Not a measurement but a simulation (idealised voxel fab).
Process module in this document: voxel tone inversion
We display cut, a cross-section 275 nm in width whose square cells are each 5 nm.
How to read a cross-section here: the picture is a grid of square cells, written as bands going from the top down, and any band can span one or more rows of cells.
Heights first: top, then bottom, in nm. Then materials, left to right, each with a width in nm. "all across" on a single material: fills the band edge to edge. "air": empty space.
Ref level 0: as-received wafer is one material below here. Bottom band extends down with no lower bound ("0 and below").
Width spec "30 to 40" -> top row of cells at first value, bottom row at second value, equal per-row change in between.
You'll sometimes find "no change occurred" written for a step, and that's the way of saying that nowhere in the cross-section did a cell change during that step.
Any empty space of 8 cells or more lacking an open way to the top shows up in "Enclosed void listing" as width x height at distance, distance from the left edge, in nm.
Post-settings text on a step line: simulator's own remark regarding the step.
overlay nm: mask offset rightward from planned place, masked step; negative means leftward offset.

List of planned process steps:
- 1: RECEIVE,material Si
- 2: CONFORMAL_DEP,material SiCN,thk nm 5
- 3: DIRECTIONAL_DEP,material aC,thk nm 25
- 4: PATTERN,tone cover,mask id POSTS,material resist,width nm 15,pitch nm 35,thk nm 35,overlay nm 0
- 5: DIRECTIONAL_ETCH,etch materials aC,depth nm 25
- 6: STRIP,etch materials resist
- 7: FILL_DEP,material lowk,thk nm 10
- 8: CMP,height nm 30
- 9: STRIP,etch materials aC

Incoming wafer, cross-sectional view, post step 1:
  0 and below: Si all across
  Enclosed void listing: none

End-of-module XS, first of two wafers, run as planned:
  30 down to 5: lowk (75) | air (15) | lowk (20) | air (15) | lowk (20) | air (15) | lowk (20) | air (15) | lowk (80)
  5 down to 0: SiCN all across
  0 and below: Si all across
  Enclosed void listing: none

Module end: cross-section of wafer two of two. Same start and process plan as the first wafer. One mistake during execution:
  35 down to 30: lowk all across
  30 down to 5: lowk (75) | aC (15) | lowk (20) | aC (15) | lowk (20) | aC (15) | lowk (20) | aC (15) | lowk (80)
  5 down to 0: SiCN all across
  0 and below: Si all across
  Enclosed void listing: none
Deviation from plan: step 8 was not run as planned; what actually ran was CMP,height nm 35
In the final state, the cell counts of the second wafer exceed or fall short of those of the first for the following materials: aC +60 | lowk +55
